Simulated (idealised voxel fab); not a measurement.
Process module, titled voxel capacitor over wiring
Each square cell in cross-section cut measures 5 nm, and the section as a whole is 290 nm wide.
Just so we're on the same page, the cross-sections are grids of square cells, and they're listed out in bands top to bottom, each band one or more rows deep.
Top, bottom (nm), then materials left to right with widths (nm); lone material tagged "throughout" fills the whole band edge to edge; "air" = empty space.
For the purposes of this specification, 0 denotes the height below which the wafer in its as-received condition is composed wholly of one material, and the lowermost band, lacking a lower limit, extends downward without end, as expressed in "from 0 down".
Width "30->40": first value at the band's top row of cells, second value at its bottom row, equal change from row to row.
Where a step carries "nothing altered", the cross-section came out of it unchanged, cell for cell.
In the "Enclosed internal voids" entry, you get each enclosed empty space of 8 cells or more, one with no open way to the top, written width x height at distance, distance from the left edge, in nm.
Whatever follows a step's settings on its line is a remark the simulator itself makes about that step.
On any step carrying a mask, the "overlay nm" setting, if present on the step's line, tells how far right of its planned place the mask lay; negative values point to the left.
**The following list gives the planned process steps**
| 1 | op RECEIVE | material Si |
| 2 | op CONFORMAL_DEP | material SiO2 | thk nm 10 |
| 3 | op CONFORMAL_DEP | material SiCN | thk nm 5 |
| 4 | op DIRECTIONAL_DEP | material lowk | thk nm 15 |
| 5 | op MASKED_ETCH | tone open | mask id METAL_1 | width nm 30 | pitch nm 100 | etch materials lowk | depth nm 15 | overlay nm 0 |
| 6 | op MASKED_ETCH | tone open | mask id METAL_1 | width nm 30 | pitch nm 100 | etch materials SiCN | depth nm 5 | overlay nm 0 |
| 7 | op CONFORMAL_DEP | material TiN | thk nm 5 |
| 8 | op FILL_DEP | material Ru | thk nm 10 |
| 9 | op CMP | height nm 30 |
| 10 | op CONFORMAL_DEP | material SiCN | thk nm 5 |
| 11 | op DIRECTIONAL_DEP | material lowk | thk nm 15 |
| 12 | op DIRECTIONAL_DEP | material aC | thk nm 15 |
| 13 | op PATTERN | tone open | mask id PLUG_1 | material resist | width nm 15 | thk nm 30 | overlay nm 0 |
| 14 | op DIRECTIONAL_ETCH | etch materials aC | depth nm 15 |
| 15 | op STRIP | etch materials resist |
| 16 | op DIRECTIONAL_ETCH | etch materials lowk | depth nm 15 |
| 17 | op DIRECTIONAL_ETCH | etch materials SiCN | depth nm 5 |
| 18 | op STRIP | etch materials aC |
| 19 | op EPI | material Ru | thk nm 10 |
| 20 | op EPI | material Ru | thk nm 10 |
| 21 | op DIRECTIONAL_DEP | material TiN | thk nm 5 |
| 22 | op DIRECTIONAL_DEP | material Al2O3 | thk nm 5 |
| 23 | op DIRECTIONAL_DEP | material TiN | thk nm 10 |
| 24 | op MASKED_ETCH | tone cover | mask id UPPER_PLATE | width nm 75 | etch materials TiN | depth nm 10 | overlay nm 0 |
| 25 | op MASKED_ETCH | tone cover | mask id UPPER_PLATE | width nm 75 | etch materials Al2O3 | depth nm 5 | overlay nm 0 |
| 26 | op DIRECTIONAL_DEP | material aC | thk nm 15 |
| 27 | op PATTERN | tone cover | mask id LOWER_PLATE | material resist | width nm 85 | thk nm 35 | overlay nm 0 |
| 28 | op DIRECTIONAL_ETCH | etch materials aC | depth nm 15 |
| 29 | op STRIP | etch materials resist |
| 30 | op DIRECTIONAL_ETCH | etch materials TiN | depth nm 5 |
| 31 | op STRIP | etch materials aC |
| 32 | op FILL_DEP | material SiO2 | thk nm 15 |
| 33 | op CMP | height nm 80 |
| 34 | op PATTERN | tone open | mask id PLUG_2 | material resist | width nm 15 | thk nm 15 | overlay nm 0 |
| 35 | op DIRECTIONAL_ETCH | etch materials SiO2 | depth nm 10 |
| 36 | op STRIP | etch materials resist |
| 37 | op CONFORMAL_DEP | material TiN | thk nm 5 |
| 38 | op FILL_DEP | material Cu | thk nm 10 |
| 39 | op CMP | height nm 80 |
| 40 | op CONFORMAL_DEP | material SiN | thk nm 5 |
**First out of two wafers; run went to plan**
**Shown in cross-section is the wafer as received, that is, as it stands after step 1**
> from 0 down | Si throughout
> Enclosed internal voids: none
**You're looking at a cross-section of the wafer after step 2**
> from 10 to 0 | SiO2 throughout
> Everything under 0 stays put, no change at all.
**You're looking at a cross-section of the wafer after step 3**
> from 15 to 10 | SiCN throughout
> Everything under 10 stays put, no change at all.
**You're looking at a cross-section of the wafer after step 4**
> from 30 to 15 | lowk throughout
> Everything under 15 stays put, no change at all.
**You're looking at a cross-section of the wafer after step 5**
> from 30 to 15 | lowk (80) / air (30) / lowk (70) / air (30) / lowk (80)
> Everything under 15 stays put, no change at all.
**You're looking at a cross-section of the wafer after step 6**
> from 30 to 15 | lowk (80) / air (30) / lowk (70) / air (30) / lowk (80)
> from 15 to 10 | SiCN (80) / air (30) / SiCN (70) / air (30) / SiCN (80)
> Everything under 10 stays put, no change at all.
**You're looking at a cross-section of the wafer after step 7**
> from 35 to 30 | TiN (85) / air (20) / TiN (80) / air (20) / TiN (85)
> from 30 to 15 | lowk (80) / TiN (5) / air (20) / TiN (5) / lowk (70) / TiN (5) / air (20) / TiN (5) / lowk (80)
> from 15 to 10 | SiCN (80) / TiN (30) / SiCN (70) / TiN (30) / SiCN (80)
> Everything under 10 stays put, no change at all.
**You're looking at a cross-section of the wafer after step 8**
> from 45 to 35 | Ru throughout
> from 35 to 30 | TiN (85) / Ru (20) / TiN (80) / Ru (20) / TiN (85)
> from 30 to 15 | lowk (80) / TiN (5) / Ru (20) / TiN (5) / lowk (70) / TiN (5) / Ru (20) / TiN (5) / lowk (80)
> Everything under 15 stays put, no change at all.
**You're looking at a cross-section of the wafer after step 9**
> from 30 to 15 | lowk (80) / TiN (5) / Ru (20) / TiN (5) / lowk (70) / TiN (5) / Ru (20) / TiN (5) / lowk (80)
> Everything under 15 stays put, no change at all.
**You're looking at a cross-section of the wafer after step 10**
> from 35 to 30 | SiCN throughout
> Everything under 30 stays put, no change at all.
**You're looking at a cross-section of the wafer after step 11**
> from 50 to 35 | lowk throughout
> Everything under 35 stays put, no change at all.
**You're looking at a cross-section of the wafer after step 12**
> from 65 to 50 | aC throughout
> Everything under 50 stays put, no change at all.
**You're looking at a cross-section of the wafer after step 13**
> from 95 to 65 | resist (95) / air (15) / resist (180)
> Everything under 65 stays put, no change at all.
**You're looking at a cross-section of the wafer after step 14**
> from 80 to 65 | resist (95) / air (15) / resist (180)
> from 65 to 50 | aC (95) / air (15) / aC (180)
> Everything under 50 stays put, no change at all.
**You're looking at a cross-section of the wafer after step 15**
> from 65 to 50 | aC (95) / air (15) / aC (180)
> Everything under 50 stays put, no change at all.
**You're looking at a cross-section of the wafer after step 16**
> from 65 to 50 | aC (95) / air (15) / aC (180)
> from 50 to 35 | lowk (95) / air (15) / lowk (180)
> Everything under 35 stays put, no change at all.
**You're looking at a cross-section of the wafer after step 17**
> from 65 to 50 | aC (95) / air (15) / aC (180)
> from 50 to 35 | lowk (95) / air (15) / lowk (180)
> from 35 to 30 | SiCN (95) / air (15) / SiCN (180)
> Everything under 30 stays put, no change at all.
**You're looking at a cross-section of the wafer after step 18**
> from 50 to 35 | lowk (95) / air (15) / lowk (180)
> Everything under 35 stays put, no change at all.
**You're looking at a cross-section of the wafer after step 19**
> from 50 to 40 | lowk (95) / air (15) / lowk (180)
> from 40 to 35 | lowk (95) / Ru (15) / lowk (180)
> from 35 to 30 | SiCN (95) / Ru (15) / SiCN (180)
> Everything under 30 stays put, no change at all.
**You're looking at a cross-section of the wafer after step 20**
> from 50 to 35 | lowk (95) / Ru (15) / lowk (180)
> Everything under 35 stays put, no change at all.
**You're looking at a cross-section of the wafer after step 21**
> from 55 to 50 | TiN throughout
> Everything under 50 stays put, no change at all.
**You're looking at a cross-section of the wafer after step 22**
> from 60 to 55 | Al2O3 throughout
> Everything under 55 stays put, no change at all.
**You're looking at a cross-section of the wafer after step 23**
> from 70 to 60 | TiN throughout
> Everything under 60 stays put, no change at all.
**You're looking at a cross-section of the wafer after step 24**
> from 70 to 60 | air (95) / TiN (75) / air (120)
> Everything under 60 stays put, no change at all.
**You're looking at a cross-section of the wafer after step 25**
> from 70 to 60 | air (95) / TiN (75) / air (120)
> from 60 to 55 | air (95) / Al2O3 (75) / air (120)
> Everything under 55 stays put, no change at all.
**You're looking at a cross-section of the wafer after step 26**
> from 85 to 70 | air (95) / aC (75) / air (120)
> from 70 to 60 | aC (95) / TiN (75) / aC (120)
> from 60 to 55 | aC (95) / Al2O3 (75) / aC (120)
> Everything under 55 stays put, no change at all.
**You're looking at a cross-section of the wafer after step 27**
> from 120 to 85 | air (90) / resist (85) / air (115)
> from 85 to 70 | air (90) / resist (5) / aC (75) / resist (5) / air (115)
> Everything under 70 stays put, no change at all.
**You're looking at a cross-section of the wafer after step 28**
> from 105 to 85 | air (90) / resist (85) / air (115)
> from 85 to 70 | air (90) / resist (5) / aC (75) / resist (5) / air (115)
> from 70 to 60 | air (90) / aC (5) / TiN (75) / aC (5) / air (115)
> from 60 to 55 | air (90) / aC (5) / Al2O3 (75) / aC (5) / air (115)
> Everything under 55 stays put, no change at all.
**You're looking at a cross-section of the wafer after step 29**
> from 85 to 70 | air (95) / aC (75) / air (120)
> Everything under 70 stays put, no change at all.
**You're looking at a cross-section of the wafer after step 30**
> from 85 to 70 | air (95) / aC (75) / air (120)
> from 70 to 60 | air (90) / aC (5) / TiN (75) / aC (5) / air (115)
> from 60 to 55 | air (90) / aC (5) / Al2O3 (75) / aC (5) / air (115)
> from 55 to 50 | air (90) / TiN (85) / air (115)
> Everything under 50 stays put, no change at all.
**You're looking at a cross-section of the wafer after step 31**
> from 70 to 60 | air (95) / TiN (75) / air (120)
> from 60 to 55 | air (95) / Al2O3 (75) / air (120)
> Everything under 55 stays put, no change at all.
**You're looking at a cross-section of the wafer after step 32**
> from 85 to 70 | SiO2 throughout
> from 70 to 60 | SiO2 (95) / TiN (75) / SiO2 (120)
> from 60 to 55 | SiO2 (95) / Al2O3 (75) / SiO2 (120)
> from 55 to 50 | SiO2 (90) / TiN (85) / SiO2 (115)
> Everything under 50 stays put, no change at all.
**You're looking at a cross-section of the wafer after step 33**
> from 80 to 70 | SiO2 throughout
> Everything under 70 stays put, no change at all.
**You're looking at a cross-section of the wafer after step 34**
> from 95 to 80 | resist (105) / air (15) / resist (170)
> Everything under 80 stays put, no change at all.
**You're looking at a cross-section of the wafer after step 35**
> from 95 to 80 | resist (105) / air (15) / resist (170)
> from 80 to 70 | SiO2 (105) / air (15) / SiO2 (170)
> Everything under 70 stays put, no change at all.
**You're looking at a cross-section of the wafer after step 36**
> from 80 to 70 | SiO2 (105) / air (15) / SiO2 (170)
> Everything under 70 stays put, no change at all.
**You're looking at a cross-section of the wafer after step 37**
> from 85 to 80 | TiN (110) / air (5) / TiN (175)
> from 80 to 75 | SiO2 (105) / TiN (5) / air (5) / TiN (5) / SiO2 (170)
> from 75 to 70 | SiO2 (105) / TiN (15) / SiO2 (170)
> Everything under 70 stays put, no change at all.
**You're looking at a cross-section of the wafer after step 38**
> from 95 to 85 | Cu throughout
> from 85 to 80 | TiN (110) / Cu (5) / TiN (175)
> from 80 to 75 | SiO2 (105) / TiN (5) / Cu (5) / TiN (5) / SiO2 (170)
> Everything under 75 stays put, no change at all.
**You're looking at a cross-section of the wafer after step 39**
> from 80 to 75 | SiO2 (105) / TiN (5) / Cu (5) / TiN (5) / SiO2 (170)
> Everything under 75 stays put, no change at all.
**You're looking at a cross-section of the wafer after step 40**
> from 85 to 80 | SiN throughout
> Everything under 80 stays put, no change at all.
**Okay, second wafer. Nothing different at the start, nothing different in the plan, just one mistake somewhere in the running. As far as step 9, counting that step, it's the first wafer all over again**
**Cross-section, second wafer, at the end time the plan gives for step 10**
> from 45 to 30 | lowk throughout
> Everything under 30 stays put, no change at all.
**Cross-section, second wafer, at the end time the plan gives for step 11**
> from 50 to 45 | SiCN throughout
> Everything under 45 stays put, no change at all.
**Cross-section, second wafer, at the end time the plan gives for step 12**
> from 65 to 50 | aC throughout
> Everything under 50 stays put, no change at all.
**Cross-section, second wafer, at the end time the plan gives for step 13**
> from 95 to 65 | resist (95) / air (15) / resist (180)
> Everything under 65 stays put, no change at all.
**Cross-section, second wafer, at the end time the plan gives for step 14**
> from 80 to 65 | resist (95) / air (15) / resist (180)
> from 65 to 50 | aC (95) / air (15) / aC (180)
> Everything under 50 stays put, no change at all.
**Cross-section, second wafer, at the end time the plan gives for step 15**
> from 65 to 50 | aC (95) / air (15) / aC (180)
> Everything under 50 stays put, no change at all.
Cross-section, second wafer, at the end time the plan gives for step 16: nothing altered
**Cross-section, second wafer, at the end time the plan gives for step 17**
> from 65 to 50 | aC (95) / air (15) / aC (180)
> from 50 to 45 | SiCN (95) / air (15) / SiCN (180)
> Everything under 45 stays put, no change at all.
**Cross-section, second wafer, at the end time the plan gives for step 18**
> from 50 to 45 | SiCN (95) / air (15) / SiCN (180)
> Everything under 45 stays put, no change at all.
Cross-section, second wafer, at the end time the plan gives for step 19: nothing altered
Cross-section, second wafer, at the end time the plan gives for step 20: nothing altered
**Cross-section, second wafer, at the end time the plan gives for step 21**
> from 55 to 50 | TiN (95) / air (15) / TiN (180)
> from 50 to 45 | SiCN (95) / TiN (15) / SiCN (180)
> Everything under 45 stays put, no change at all.
**Cross-section, second wafer, at the end time the plan gives for step 22**
> from 60 to 55 | Al2O3 (95) / air (15) / Al2O3 (180)
> from 55 to 50 | TiN (95) / Al2O3 (15) / TiN (180)
> Everything under 50 stays put, no change at all.
**Cross-section, second wafer, at the end time the plan gives for step 23**
> from 70 to 65 | TiN (95) / air (15) / TiN (180)
> from 65 to 60 | TiN throughout
> from 60 to 55 | Al2O3 (95) / TiN (15) / Al2O3 (180)
> Everything under 55 stays put, no change at all.
**Cross-section, second wafer, at the end time the plan gives for step 24**
> from 70 to 60 | air (110->95) / TiN (60->75) / air (120)
> Everything under 60 stays put, no change at all.
**Cross-section, second wafer, at the end time the plan gives for step 25**
> from 70 to 60 | air (110->95) / TiN (60->75) / air (120)
> from 60 to 55 | air (95) / TiN (15) / Al2O3 (60) / air (120)
> Everything under 55 stays put, no change at all.
**Cross-section, second wafer, at the end time the plan gives for step 26**
> from 85 to 80 | air (110) / aC (60) / air (120)
> from 80 to 70 | air (95) / aC (75) / air (120)
> from 70 to 60 | aC (110->95) / TiN (60->75) / aC (120)
> from 60 to 55 | aC (95) / TiN (15) / Al2O3 (60) / aC (120)
> Everything under 55 stays put, no change at all.
**Cross-section, second wafer, at the end time the plan gives for step 27**
> from 120 to 85 | air (90) / resist (85) / air (115)
> from 85 to 80 | air (90) / resist (20) / aC (60) / resist (5) / air (115)
> from 80 to 70 | air (90) / resist (5) / aC (75) / resist (5) / air (115)
> Everything under 70 stays put, no change at all.
**Cross-section, second wafer, at the end time the plan gives for step 28**
> from 105 to 85 | air (90) / resist (85) / air (115)
> from 85 to 80 | air (90) / resist (20) / aC (60) / resist (5) / air (115)
> from 80 to 70 | air (90) / resist (5) / aC (75) / resist (5) / air (115)
> from 70 to 60 | air (90) / aC (20->5) / TiN (60->75) / aC (5) / air (115)
> from 60 to 55 | air (90) / aC (5) / TiN (15) / Al2O3 (60) / aC (5) / air (115)
> Everything under 55 stays put, no change at all.
**Cross-section, second wafer, at the end time the plan gives for step 29**
> from 85 to 80 | air (110) / aC (60) / air (120)
> from 80 to 70 | air (95) / aC (75) / air (120)
> Everything under 70 stays put, no change at all.
**Cross-section, second wafer, at the end time the plan gives for step 30**
> from 85 to 80 | air (110) / aC (60) / air (120)
> from 80 to 70 | air (95) / aC (75) / air (120)
> from 70 to 60 | air (90) / aC (20->5) / TiN (60->75) / aC (5) / air (115)
> from 60 to 55 | air (90) / aC (5) / TiN (15) / Al2O3 (60) / aC (5) / air (115)
> from 55 to 50 | air (90) / TiN (5) / Al2O3 (15) / TiN (65) / air (115)
> Everything under 50 stays put, no change at all.
**Cross-section, second wafer, at the end time the plan gives for step 31**
> from 70 to 60 | air (110->95) / TiN (60->75) / air (120)
> from 60 to 55 | air (95) / TiN (15) / Al2O3 (60) / air (120)
> Everything under 55 stays put, no change at all.
**Cross-section, second wafer, at the end time the plan gives for step 32**
> from 85 to 70 | SiO2 throughout
> from 70 to 60 | SiO2 (110->95) / TiN (60->75) / SiO2 (120)
> from 60 to 55 | SiO2 (95) / TiN (15) / Al2O3 (60) / SiO2 (120)
> from 55 to 50 | SiO2 (90) / TiN (5) / Al2O3 (15) / TiN (65) / SiO2 (115)
> Everything under 50 stays put, no change at all.
**Cross-section, second wafer, at the end time the plan gives for step 33**
> from 80 to 70 | SiO2 throughout
> Everything under 70 stays put, no change at all.
**Cross-section, second wafer, at the end time the plan gives for step 34**
> from 95 to 80 | resist (105) / air (15) / resist (170)
> Everything under 80 stays put, no change at all.
**Cross-section, second wafer, at the end time the plan gives for step 35**
> from 95 to 80 | resist (105) / air (15) / resist (170)
> from 80 to 70 | SiO2 (105) / air (15) / SiO2 (170)
> Everything under 70 stays put, no change at all.
**Cross-section, second wafer, at the end time the plan gives for step 36**
> from 80 to 70 | SiO2 (105) / air (15) / SiO2 (170)
> Everything under 70 stays put, no change at all.
**Cross-section, second wafer, at the end time the plan gives for step 37**
> from 85 to 80 | TiN (110) / air (5) / TiN (175)
> from 80 to 75 | SiO2 (105) / TiN (5) / air (5) / TiN (5) / SiO2 (170)
> from 75 to 65 | SiO2 (105->110) / TiN (15->60) / SiO2 (170->120)
> Everything under 65 stays put, no change at all.
**Cross-section, second wafer, at the end time the plan gives for step 38**
> from 95 to 85 | Cu throughout
> from 85 to 80 | TiN (110) / Cu (5) / TiN (175)
> from 80 to 75 | SiO2 (105) / TiN (5) / Cu (5) / TiN (5) / SiO2 (170)
> Everything under 75 stays put, no change at all.
**Cross-section, second wafer, at the end time the plan gives for step 39**
> from 80 to 75 | SiO2 (105) / TiN (5) / Cu (5) / TiN (5) / SiO2 (170)
> Everything under 75 stays put, no change at all.
**Cross-section, second wafer, at the end time the plan gives for step 40**
> from 85 to 80 | SiN throughout
> Everything under 80 stays put, no change at all.
Diagnosis: steps 10 and 11 got flipped, so each one ran where the other should have
Cell-count delta at end, second wafer over first, by material: Ru: 12 fewer; SiO2: 3 more; lowk: 9 more
